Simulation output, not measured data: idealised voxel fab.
process module | voxel fin reveal
cross-section cut | 285 nm wide | cells 5 nm
A cross-section is a grid of square cells, given in bands from the top down. A band is one or more rows of cells.
Each band's line starts with the height of the band's top and of its bottom, in nm. Then come its materials from left to right, each with its width in nm. One material with "throughout" fills the band from edge to edge. "air" is empty space.
Height 0 is the level under which the wafer as received is all one material. The lowest band goes on downwards, as in "0 down".
A width such as "30 to 40" changes by the same amount from each row of cells to the next, from the band's top row to its bottom row.
"no change" after a step means that no cell of the cross-section changed.
closed voids: empty space of 8 cells or more with no open way to the top, each as width x height at its distance from the left edge, in nm
after a step's settings: what the simulator itself notes on the step
overlay nm, on a step with a mask: how far to the right of its planned place the mask lay; to the left if negative
plan
1 op RECEIVE | material Si
2 op CONFORMAL_DEP | material SiN | thk nm 5
3 op MASKED_ETCH | tone cover | mask id FINS | width nm 15 | pitch nm 45 | etch materials SiN | depth nm 5 | overlay nm 0
4 op MASKED_ETCH | tone cover | mask id FINS | width nm 15 | pitch nm 45 | etch materials Si | depth nm 40 | overlay nm 0
5 op FILL_DEP | material SiO2 | thk nm 5
6 op CMP | height nm 5
7 op SELECTIVE_ETCH | etch materials SiO2 | depth nm 30
8 op STRIP | etch materials SiN
as received, after step 1
  0 down: Si throughout
  closed voids: none
a wafer at the end: this start, this plan, one mistake
  5 to 0: air 110 | SiN 15 | air 30 | SiN 15 | air 115
  0 to -40: air 110 | Si 15 | air 30 | Si 15 | air 115
  -40 down: Si throughout
  closed voids: none
what went wrong: step 8 ran as: op STRIP | etch materials SiO2
